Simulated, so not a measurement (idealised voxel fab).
Documented hereafter: the process module known as voxel released beams.
It is cross-section cut that appears here, measuring 185 nm in width, its square cells being 5 nm in size.
We lay out every cross-section as a grid of square cells and spell it out in bands from the top down, where one band means one or more rows of cells.
Top height, bottom height, nm. Materials left to right, width each, nm. Single material + "all across" = fills band edge to edge. "air" = empty.
Zero point of the height axis is 0; under it, received wafer = one material. Lowest band: continues down indefinitely, "top 0, no bottom".
Read "30 to 40" as a graded width: first number on top, second number at the bottom, same change between each pair of neighbouring rows.
Any step labelled "no alterations made" changed none of the cells in the cross-section.
"Closed empty spaces" - sealed voids, min. 8 cells, no opening to top; format: width x height at distance (distance from left edge; nm throughout).
It should be noted that, on the line of a given step, the content following the step's settings is a remark produced by the simulator itself with respect to that step.
What "overlay nm" on a step's line means: if the step has a mask, that mask lay this far to the right of its planned place, or, when the value is negative, to the left.

Process steps - plan:
1 op RECEIVE | material Si
2 op CONFORMAL_DEP | material SiN | thk nm 5
3 op DIRECTIONAL_DEP | material SiO2 | thk nm 20
4 op MASKED_ETCH | tone open | mask id ANCHOR | width nm 35 | etch materials SiO2 | depth nm 20 | overlay nm 0
5 op CONFORMAL_DEP | material W | thk nm 10
6 op PATTERN | tone cover | mask id BEAM | material resist | width nm 105 | thk nm 20 | overlay nm 0
7 op DIRECTIONAL_ETCH | etch materials W | depth nm 10
8 op STRIP | etch materials resist
9 op STRIP | etch materials SiO2

As-received state of the wafer in cross-section, equivalent to post-step 1:
	top 0, no bottom: Si all across
	Closed empty spaces: none

Here's the wafer cut in cross-section after the module, started and planned just like above, except one thing was done wrong in the run:
	top 15, bottom 5: 35 air, then 105 W, then 45 air
	top 5, bottom 0: SiN all across
	top 0, no bottom: Si all across
	Closed empty spaces: none
What went wrong in running the wafer? skipped: plan step 3 (never run)
